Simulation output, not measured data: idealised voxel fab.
process module | voxel fin reveal
cross-section cut | 295 nm wide | cells 5 nm
A cross-section is a grid of square cells, given in bands from the top down. A band is one or more rows of cells.
Each band's line starts with the height of the band's top and of its bottom, in nm. Then come its materials from left to right, each with its width in nm. One material with "throughout" fills the band from edge to edge. "air" is empty space.
Height 0 is the level under which the wafer as received is all one material. The lowest band goes on downwards, as in "0 down".
A width such as "30 to 40" changes by the same amount from each row of cells to the next, from the band's top row to its bottom row.
"no change" after a step means that no cell of the cross-section changed.
closed voids: empty space of 8 cells or more with no open way to the top, each as width x height at its distance from the left edge, in nm
after a step's settings: what the simulator itself notes on the step
overlay nm, on a step with a mask: how far to the right of its planned place the mask lay; to the left if negative
plan
1 op RECEIVE | material Si
2 op CONFORMAL_DEP | material SiN | thk nm 10
3 op MASKED_ETCH | tone cover | mask id FINS | width nm 15 | pitch nm 45 | etch materials SiN | depth nm 10 | overlay nm 0
4 op MASKED_ETCH | tone cover | mask id FINS | width nm 15 | pitch nm 45 | etch materials Si | depth nm 40 | overlay nm 0
5 op OXIDIZE | depth nm 5
6 op FILL_DEP | material SiO2 | thk nm 15
7 op CMP | height nm 10
8 op SELECTIVE_ETCH | etch materials SiO2 | depth nm 25
9 op STRIP | etch materials SiN
first wafer, as planned
as received, after step 1
  0 down: Si throughout
  closed voids: none
after step 2
  10 to 0: SiN throughout
  below 0: unchanged
after step 3
  10 to 0: air 115 | SiN 15 | air 30 | SiN 15 | air 120
  below 0: unchanged
after step 4
  10 to 0: air 115 | SiN 15 | air 30 | SiN 15 | air 120
  0 to -40: air 115 | Si 15 | air 30 | Si 15 | air 120
  below -40: unchanged
after step 5
  10 to 0: air 115 | SiN 15 | air 30 | SiN 15 | air 120
  0 to -40: air 115 | SiO2 5 | Si 5 | SiO2 5 | air 30 | SiO2 5 | Si 5 | SiO2 5 | air 120
  -40 to -45: SiO2 120 | Si 5 | SiO2 40 | Si 5 | SiO2 125
  below -45: unchanged
after step 6
  25 to 10: SiO2 throughout
  10 to 0: SiO2 115 | SiN 15 | SiO2 30 | SiN 15 | SiO2 120
  0 to -45: SiO2 120 | Si 5 | SiO2 40 | Si 5 | SiO2 125
  below -45: unchanged
after step 7
  10 to 0: SiO2 115 | SiN 15 | SiO2 30 | SiN 15 | SiO2 120
  below 0: unchanged
after step 8
  10 to 0: air 115 | SiN 15 | air 30 | SiN 15 | air 120
  0 to -15: air 120 | Si 5 | air 40 | Si 5 | air 125
  below -15: unchanged
after step 9
  0 to -15: air 120 | Si 5 | air 40 | Si 5 | air 125
  below -15: unchanged
second wafer: like start, like plan, one mistake. Through step 7 it matches the first wafer
when step 8 should have ended
  10 to 0: air 115 | SiN 15 | air 30 | SiN 15 | air 120
  0 to -40: air 120 | Si 5 | air 40 | Si 5 | air 125
  below -40: unchanged
when step 9 should have ended
  0 to -40: air 120 | Si 5 | air 40 | Si 5 | air 125
  below -40: unchanged
what went wrong: step 8 was run twice
at the end the second wafer has, in cells: 285 fewer of SiO2
